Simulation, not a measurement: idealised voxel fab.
process module | voxel wiring stack
cross-section cut | 215 nm wide | cells 5 nm
A cross-section is a grid of square cells, given in bands from the top down. A band is one or more rows of cells.
Each band's line starts with the height of the band's top and of its bottom, in nm. Then come its materials from left to right, each with its width in nm. One material with "throughout" fills the band from edge to edge. "air" is empty space.
Height 0 is the level under which the wafer as received is all one material. The lowest band goes on downwards, as in "0 down".
A width such as "30 to 40" changes by the same amount from each row of cells to the next, from the band's top row to its bottom row.
"no change" after a step means that no cell of the cross-section changed.
closed voids: empty space of 8 cells or more with no open way to the top, each as width x height at its distance from the left edge, in nm
after a step's settings: what the simulator itself notes on the step
overlay nm, on a step with a mask: how far to the right of its planned place the mask lay; to the left if negative
plan
1 op RECEIVE | material Si
2 op CONFORMAL_DEP | material SiO2 | thk nm 15
3 op DIRECTIONAL_DEP | material TiN | thk nm 5
4 op DIRECTIONAL_DEP | material Ru | thk nm 20
5 op DIRECTIONAL_DEP | material aC | thk nm 10
6 op PATTERN | tone cover | mask id METAL_1 | material resist | width nm 25 | pitch nm 50 | thk nm 30 | overlay nm 0
7 op DIRECTIONAL_ETCH | etch materials aC | depth nm 10
8 op STRIP | etch materials resist
9 op DIRECTIONAL_ETCH | etch materials Ru | depth nm 20
10 op DIRECTIONAL_ETCH | etch materials TiN | depth nm 5
11 op STRIP | etch materials aC
12 op FILL_DEP | material SiO2 | thk nm 10
13 op CMP | height nm 40
14 op CONFORMAL_DEP | material SiCN | thk nm 5
15 op DIRECTIONAL_DEP | material SiO2 | thk nm 20
16 op MASKED_ETCH | tone open | mask id PLUG_1 | width nm 15 | pitch nm 50 | etch materials SiO2 | depth nm 20 | overlay nm 0
17 op MASKED_ETCH | tone open | mask id PLUG_1 | width nm 15 | pitch nm 50 | etch materials SiCN | depth nm 5 | overlay nm 0
18 op EPI | material Ru | thk nm 10
19 op EPI | material Ru | thk nm 10
20 op EPI | material Ru | thk nm 5
21 op DIRECTIONAL_DEP | material TiN | thk nm 5
22 op DIRECTIONAL_DEP | material Ru | thk nm 15
23 op DIRECTIONAL_DEP | material aC | thk nm 10
24 op PATTERN | tone cover | mask id METAL_2 | material resist | width nm 25 | pitch nm 50 | thk nm 30 | overlay nm 0
25 op DIRECTIONAL_ETCH | etch materials aC | depth nm 10
26 op STRIP | etch materials resist
27 op DIRECTIONAL_ETCH | etch materials Ru | depth nm 15
28 op DIRECTIONAL_ETCH | etch materials TiN | depth nm 5
29 op STRIP | etch materials aC
30 op FILL_DEP | material SiO2 | thk nm 5
31 op CMP | height nm 85
32 op CONFORMAL_DEP | material SiCN | thk nm 5
33 op DIRECTIONAL_DEP | material lowk | thk nm 10
34 op MASKED_ETCH | tone open | mask id PLUG_2 | width nm 15 | pitch nm 50 | etch materials lowk | depth nm 10 | overlay nm 0
35 op MASKED_ETCH | tone open | mask id PLUG_2 | width nm 15 | pitch nm 50 | etch materials SiCN | depth nm 5 | overlay nm 0
36 op CONFORMAL_DEP | material TiN | thk nm 5
37 op FILL_DEP | material W | thk nm 5
38 op CMP | height nm 100
39 op CONFORMAL_DEP | material SiN | thk nm 5
40 op DIRECTIONAL_DEP | material SiO2 | thk nm 25
41 op PATTERN | tone open | mask id METAL_3 | material resist | width nm 25 | pitch nm 50 | thk nm 20 | overlay nm 0
42 op DIRECTIONAL_ETCH | etch materials SiO2 | depth nm 25
43 op DIRECTIONAL_ETCH | etch materials SiN | depth nm 5
44 op STRIP | etch materials resist
45 op CONFORMAL_DEP | material TiN | thk nm 5
46 op FILL_DEP | material Cu | thk nm 5
47 op CMP | height nm 130
48 op CONFORMAL_DEP | material SiCN | thk nm 5
49 op DIRECTIONAL_DEP | material SiO2 | thk nm 20
50 op MASKED_ETCH | tone open | mask id PLUG_3 | width nm 15 | etch materials SiO2 | depth nm 20 | overlay nm 0
51 op MASKED_ETCH | tone open | mask id PLUG_3 | width nm 15 | etch materials SiCN | depth nm 5 | overlay nm 0
52 op EPI | material Ru | thk nm 10
53 op EPI | material Ru | thk nm 10
54 op EPI | material Ru | thk nm 5
55 op CONFORMAL_DEP | material SiCN | thk nm 5
56 op DIRECTIONAL_DEP | material lowk | thk nm 25
57 op MASKED_ETCH | tone open | mask id METAL_4 | width nm 25 | pitch nm 50 | etch materials lowk | depth nm 25 | overlay nm 0
58 op MASKED_ETCH | tone open | mask id METAL_4 | width nm 25 | pitch nm 50 | etch materials SiCN | depth nm 5 | overlay nm 0
59 op CONFORMAL_DEP | material TiN | thk nm 5
60 op FILL_DEP | material Cu | thk nm 10
61 op CMP | height nm 185
62 op CONFORMAL_DEP | material SiN | thk nm 5
as received, after step 1
  0 down: Si throughout
  closed voids: none
first wafer at the end, as planned
  190 to 185: SiN throughout
  185 to 160: lowk 70 | TiN 5 | Cu 15 | TiN 5 | lowk 25 | TiN 5 | Cu 15 | TiN 5 | lowk 70
  160 to 155: SiCN 70 | TiN 25 | SiCN 25 | TiN 25 | SiCN 70
  155 to 135: SiO2 70 | Ru 15 | SiO2 130
  135 to 130: SiCN 70 | Ru 15 | SiCN 130
  130 to 105: SiO2 70 | TiN 5 | Cu 15 | TiN 5 | SiO2 25 | TiN 5 | Cu 15 | TiN 5 | SiO2 70
  105 to 100: SiN 70 | TiN 25 | SiN 25 | TiN 25 | SiN 70
  100 to 90: lowk 70 | TiN 5 | W 5 | TiN 5 | lowk 35 | TiN 5 | W 5 | TiN 5 | lowk 80
  90 to 85: SiCN 70 | TiN 15 | SiCN 35 | TiN 15 | SiCN 80
  85 to 70: SiO2 70 | Ru 25 | SiO2 25 | Ru 25 | SiO2 70
  70 to 65: SiO2 70 | TiN 25 | SiO2 25 | TiN 25 | SiO2 70
  65 to 45: SiO2 70 | Ru 15 | SiO2 35 | Ru 15 | SiO2 80
  45 to 40: SiCN 70 | Ru 15 | SiCN 35 | Ru 15 | SiCN 80
  40 to 20: SiO2 70 | Ru 25 | SiO2 25 | Ru 25 | SiO2 70
  20 to 15: SiO2 70 | TiN 25 | SiO2 25 | TiN 25 | SiO2 70
  15 to 0: SiO2 throughout
  0 down: Si throughout
  closed voids: none
second wafer at the end: like start, like plan, one mistake
  190 to 185: SiN throughout
  185 to 160: lowk 70 | TiN 5 | Cu 15 | TiN 5 | lowk 25 | TiN 5 | Cu 15 | TiN 5 | lowk 70
  160 to 155: SiCN 70 | TiN 25 | SiCN 25 | TiN 25 | SiCN 70
  155 to 135: SiO2 70 | Ru 15 | SiO2 130
  135 to 130: SiCN 70 | Ru 15 | SiCN 130
  130 to 105: SiO2 70 | TiN 5 | Cu 15 | TiN 5 | SiO2 25 | TiN 5 | Cu 15 | TiN 5 | SiO2 70
  105 to 100: SiN 70 | TiN 25 | SiN 25 | TiN 25 | SiN 70
  100 to 90: lowk 70 | TiN 5 | W 5 | TiN 5 | lowk 35 | TiN 5 | W 5 | TiN 5 | lowk 80
  90 to 85: SiCN 70 | TiN 15 | SiCN 35 | TiN 15 | SiCN 80
  85 to 80: SiO2 throughout
  80 to 70: SiO2 70 | Ru 25 | SiO2 25 | Ru 25 | SiO2 70
  70 to 65: SiO2 70 | TiN 25 | SiO2 25 | TiN 25 | SiO2 70
  65 to 45: SiO2 70 | Ru 15 | SiO2 35 | Ru 15 | SiO2 80
  45 to 40: SiCN 70 | Ru 15 | SiCN 35 | Ru 15 | SiCN 80
  40 to 20: SiO2 70 | Ru 25 | SiO2 25 | Ru 25 | SiO2 70
  20 to 15: SiO2 70 | TiN 25 | SiO2 25 | TiN 25 | SiO2 70
  15 to 0: SiO2 throughout
  0 down: Si throughout
  closed voids: none
what went wrong: step 22 ran as: op DIRECTIONAL_DEP | material Ru | thk nm 10
at the end the second wafer has, in cells: 10 fewer of Ru | 10 more of SiO2
